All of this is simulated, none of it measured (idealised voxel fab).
Proc. module: voxel transistor to metal
Xsec cut, 265 nm wide, square cell size 5 nm.
Bands, listed from the top down, are how a cross-section gets written in this document; the cross-section itself is a grid of square cells, and a band is one or more rows of them. In this notation a band is specified by the heights of its top and bottom, in that order and in nm, after which its materials appear from left to right, each paired with its width in nm. The word "all across" attached to a single material means that material fills the band from edge to edge; the word "blank" stands for empty space. Zero point of the height axis is 0; under it, received wafer = one material. Lowest band: continues down indefinitely, "0 -> down". The notation "30->40" denotes a width that varies across the rows of cells in the band, beginning at the first number in the top row, finishing at the second number in the bottom row, and changing by an identical amount from each row to the next. The designation "identical to before", where it is given for a processing step, indicates that no cell of the cross-section was altered in the course of that step. Empty spaces counting at least 8 cells and having no open way to the top are listed in "Closed-off voids". The notation width x height at distance is used for each, the distance being from the left edge and all three values in nm. If you see something after the settings on a step's line, that's the simulator's own remark about that step. overlay nm: how far to the right of its planned place the mask lay on this masked step (negative: to the left).

-- List of planned process steps
1. op RECEIVE | material Si
2. op OXIDIZE | depth nm 5
3. op CONFORMAL_DEP | material SiN | thk nm 15
4. op PATTERN | tone cover | mask id ACTIVE | material resist | width nm 105 | pitch nm 130 | thk nm 20 | overlay nm 0
5. op DIRECTIONAL_ETCH | etch materials SiN | depth nm 15
6. op DIRECTIONAL_ETCH | etch materials SiO2 | depth nm 5
7. op DIRECTIONAL_ETCH | etch materials Si | depth nm 25
8. op STRIP | etch materials resist
9. op OXIDIZE | depth nm 5
10. op FILL_DEP | material SiO2 | thk nm 15
11. op CMP | height nm 15
12. op SELECTIVE_ETCH | etch materials SiO2 | depth nm 10
13. op STRIP | etch materials SiN
14. op SELECTIVE_ETCH | etch materials SiO2 | depth nm 5
15. op OXIDIZE | depth nm 5
16. op DIRECTIONAL_DEP | material polySi | thk nm 25
17. op DIRECTIONAL_DEP | material SiCN | thk nm 10
18. op MASKED_ETCH | tone cover | mask id GATE | width nm 25 | pitch nm 130 | etch materials SiCN | depth nm 20 | overlay nm 0
19. op MASKED_ETCH | tone cover | mask id GATE | width nm 25 | pitch nm 130 | etch materials polySi | depth nm 35 | overlay nm 0
20. op CONFORMAL_DEP | material SiN | thk nm 5
21. op DIRECTIONAL_ETCH | etch materials SiN | depth nm 5
22. op DIRECTIONAL_ETCH | etch materials SiO2 | depth nm 5
23. op EPI | material nSi | thk nm 5
24. op FILL_DEP | material SiO2 | thk nm 5
25. op CMP | height nm 30
26. op DIRECTIONAL_DEP | material SiO2 | thk nm 10
27. op MASKED_ETCH | tone open | mask id CONTACT | width nm 15 | etch materials SiO2 | depth nm 45 | overlay nm 0
28. op CONFORMAL_DEP | material TiN | thk nm 5
29. op FILL_DEP | material Ru | thk nm 10
30. op CMP | height nm 40
31. op CONFORMAL_DEP | material SiN | thk nm 5
32. op DIRECTIONAL_DEP | material SiO2 | thk nm 25
33. op MASKED_ETCH | tone open | mask id METAL_1 | width nm 15 | etch materials SiO2 | depth nm 25 | overlay nm 0
34. op MASKED_ETCH | tone open | mask id METAL_1 | width nm 15 | etch materials SiN | depth nm 5 | overlay nm 0
35. op CONFORMAL_DEP | material TiN | thk nm 5
36. op FILL_DEP | material Ru | thk nm 10
37. op CMP | height nm 70
38. op EPI | material Ru | thk nm 5
39. op FILL_DEP | material SiCN | thk nm 5

-- As-received wafer cross-section (after step 1)
    0 -> down  Si all across
    Closed-off voids: none

-- First of two wafers, end-of-module section, run followed plan
    80 -> 75  SiCN all across
    75 -> 70  SiCN (20); Ru (25); SiCN (45); Ru (25); SiCN (35); Ru (25); SiCN (45); Ru (25); SiCN (20)
    70 -> 45  SiO2 (25); TiN (5); Ru (5); TiN (5); SiO2 (55); TiN (5); Ru (5); TiN (5); SiO2 (45); TiN (5); Ru (5); TiN (5); SiO2 (55); TiN (5); Ru (5); TiN (5); SiO2 (25)
    45 -> 40  SiN (25); TiN (15); SiN (55); TiN (15); SiN (45); TiN (15); SiN (55); TiN (15); SiN (25)
    40 -> 30  SiO2 (25); TiN (5); Ru (5); TiN (5); SiO2 (55); TiN (5); Ru (5); TiN (5); SiO2 (45); TiN (5); Ru (5); TiN (5); SiO2 (55); TiN (5); Ru (5); TiN (5); SiO2 (25)
    30 -> 20  SiO2 (25); TiN (5); Ru (5); TiN (5); SiO2 (10); SiN (5); SiCN (25); SiN (5); SiO2 (10); TiN (5); Ru (5); TiN (5); SiO2 (45); TiN (5); Ru (5); TiN (5); SiO2 (10); SiN (5); SiCN (25); SiN (5); SiO2 (10); TiN (5); Ru (5); TiN (5); SiO2 (25)
    20 -> 0  SiO2 (25); TiN (5); Ru (5); TiN (5); SiO2 (10); SiN (5); polySi (25); SiN (5); SiO2 (10); TiN (5); Ru (5); TiN (5); SiO2 (45); TiN (5); Ru (5); TiN (5); SiO2 (10); SiN (5); polySi (25); SiN (5); SiO2 (10); TiN (5); Ru (5); TiN (5); SiO2 (25)
    0 -> -5  SiO2 (10); SiN (5); SiO2 (10); TiN (15); SiO2 (10); SiN (5); polySi (25); SiN (5); SiO2 (10); TiN (15); SiO2 (10); SiN (5); SiO2 (15); SiN (5); SiO2 (10); TiN (15); SiO2 (10); SiN (5); polySi (25); SiN (5); SiO2 (10); TiN (15); SiO2 (10); SiN (5); SiO2 (10)
    -5 -> -10  SiO2 (15); nSi (35); SiO2 (35); nSi (35); SiO2 (25); nSi (35); SiO2 (35); nSi (35); SiO2 (15)
    -10 -> -35  SiO2 (20); Si (95); SiO2 (35); Si (95); SiO2 (20)
    -35 -> down  Si all across
    Closed-off voids: none

-- Here's the second of our two wafers sectioned at module end. Same start as the first, same plan, but one mistake got made running it
    80 -> 75  SiCN all across
    75 -> 70  SiCN (20); Ru (25); SiCN (45); Ru (25); SiCN (35); Ru (25); SiCN (45); Ru (25); SiCN (20)
    70 -> 45  SiO2 (25); TiN (5); Ru (5); TiN (5); SiO2 (55); TiN (5); Ru (5); TiN (5); SiO2 (45); TiN (5); Ru (5); TiN (5); SiO2 (55); TiN (5); Ru (5); TiN (5); SiO2 (25)
    45 -> 40  SiN (25); TiN (15); SiN (55); TiN (15); SiN (45); TiN (15); SiN (55); TiN (15); SiN (25)
    40 -> 30  SiO2 (30); TiN (5); Ru (5); TiN (5); SiO2 (55); TiN (5); Ru (5); TiN (5); SiO2 (45); TiN (5); Ru (5); TiN (5); SiO2 (55); TiN (5); Ru (5); TiN (5); SiO2 (20)
    30 -> 20  SiO2 (30); TiN (5); Ru (5); TiN (5); SiO2 (5); SiN (5); SiCN (25); SiN (5); SiO2 (15); TiN (5); Ru (5); TiN (5); SiO2 (45); TiN (5); Ru (5); TiN (5); SiO2 (5); SiN (5); SiCN (25); SiN (5); SiO2 (15); TiN (5); Ru (5); TiN (5); SiO2 (20)
    20 -> 0  SiO2 (30); TiN (5); Ru (5); TiN (5); SiO2 (5); SiN (5); polySi (25); SiN (5); SiO2 (15); TiN (5); Ru (5); TiN (5); SiO2 (45); TiN (5); Ru (5); TiN (5); SiO2 (5); SiN (5); polySi (25); SiN (5); SiO2 (15); TiN (5); Ru (5); TiN (5); SiO2 (20)
    0 -> -5  SiO2 (10); SiN (5); SiO2 (15); TiN (15); SiO2 (5); SiN (5); polySi (25); SiN (5); SiO2 (15); TiN (15); SiO2 (5); SiN (5); SiO2 (15); SiN (5); SiO2 (15); TiN (15); SiO2 (5); SiN (5); polySi (25); SiN (5); SiO2 (15); TiN (15); SiO2 (5); SiN (5); SiO2 (10)
    -5 -> -10  SiO2 (15); nSi (35); SiO2 (35); nSi (35); SiO2 (25); nSi (35); SiO2 (35); nSi (35); SiO2 (15)
    -10 -> -35  SiO2 (20); Si (95); SiO2 (35); Si (95); SiO2 (20)
    -35 -> down  Si all across
    Closed-off voids: none
What was done differently from what was planned? step 27 ran as: op MASKED_ETCH | tone open | mask id CONTACT | width nm 15 | etch materials SiO2 | depth nm 45 | overlay nm 5
Upon completion, the cell count for each material on the second wafer equals that on the first, whereas the spatial distribution of those cells differs.
